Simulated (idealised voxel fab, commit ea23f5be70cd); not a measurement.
Process module under the name voxel ribs on slabs
The figure presents cross-section cut, which has a width of 145 nm and is divided into square cells with an edge length of 5 nm.
Reading order for cross-sections: top band down to bottom band. Underlying form: a grid of square cells. Band size: one or more rows of cells.
The band entry comprises the height of the band's top followed by the height of its bottom, expressed in nm, and subsequently the band's materials from left to right, each stated together with its width in nm. Where a single material is marked with the word "everywhere", that material fills the band from edge to edge. The word "air" represents empty space.
Convention: height 0 is the level below which the wafer, as received, is all one material. The lowest band does not terminate at the bottom but continues downward, represented as "top 0, no bottom".
Graded width ("30->40"): value in top row of band = first number; value in bottom row = second number; row-to-row change constant.
"everything unchanged" -> step changed no cross-section cell.
"Encapsulated voids" lists enclosed empty spaces (at least 8 cells, no open path upward to the top), each as width x height at distance from the left edge, in nm.
If you see something after the settings on a step's line, that's the simulator's own remark about that step.
overlay nm: for a step with a mask, the amount by which the mask lay right of where it was planned; a negative amount means left of it.
-- Steps in the process plan
step 1: op RECEIVE | material Si
step 2: op DIRECTIONAL_DEP | material SiO2 | thk nm 25
step 3: op DIRECTIONAL_DEP | material polySi | thk nm 20
step 4: op DIRECTIONAL_DEP | material aC | thk nm 10
step 5: op PATTERN | tone cover | mask id RIB | material resist | width nm 20 | thk nm 25 | overlay nm 0
step 6: op DIRECTIONAL_ETCH | etch materials aC | depth nm 10
step 7: op STRIP | etch materials resist
step 8: op DIRECTIONAL_ETCH | etch materials polySi | depth nm 15
step 9: op STRIP | etch materials aC
step 10: op DIRECTIONAL_DEP | material aC | thk nm 15
step 11: op PATTERN | tone cover | mask id SLAB | material resist | width nm 60 | thk nm 30 | overlay nm 0
step 12: op DIRECTIONAL_ETCH | etch materials aC | depth nm 15
step 13: op STRIP | etch materials resist
step 14: op DIRECTIONAL_ETCH | etch materials polySi | depth nm 5
step 15: op STRIP | etch materials aC
step 16: op FILL_DEP | material SiO2 | thk nm 20
step 17: op CMP | height nm 55
step 18: op DIRECTIONAL_DEP | material TiN | thk nm 10
step 19: op PATTERN | tone cover | mask id HEATER | material resist | width nm 30 | thk nm 20 | overlay nm 0
step 20: op DIRECTIONAL_ETCH | etch materials TiN | depth nm 10
step 21: op STRIP | etch materials resist
step 22: op CONFORMAL_DEP | material SiO2 | thk nm 10
-- The cross-section here shows the wafer as received, i.e. in its state after step 1
  top 0, no bottom  Si everywhere
  Encapsulated voids: none
-- Cross-section: first of two wafers, module finished, run according to plan
  top 75, bottom 65  45 nm air, 50 nm SiO2, 50 nm air
  top 65, bottom 55  55 nm SiO2, 30 nm TiN, 60 nm SiO2
  top 55, bottom 45  SiO2 everywhere
  top 45, bottom 30  60 nm SiO2, 20 nm polySi, 65 nm SiO2
  top 30, bottom 25  40 nm SiO2, 60 nm polySi, 45 nm SiO2
  top 25, bottom 0  SiO2 everywhere
  top 0, no bottom  Si everywhere
  Encapsulated voids: none
-- Second of two wafers, module complete, sectioned: it shares the first wafer's start and plan but was run with one mistake
  top 75, bottom 65  45 nm air, 50 nm SiO2, 50 nm air
  top 65, bottom 55  55 nm SiO2, 30 nm TiN, 60 nm SiO2
  top 55, bottom 45  SiO2 everywhere
  top 45, bottom 25  TiN everywhere
  top 25, bottom 0  SiO2 everywhere
  top 0, no bottom  Si everywhere
  Encapsulated voids: none
What was the processing mistake? step 3 was not run as planned; what actually ran was op DIRECTIONAL_DEP | material TiN | thk nm 20
Cell-count delta at end, second wafer over first, by material: SiO2 -92; TiN +116; polySi -24
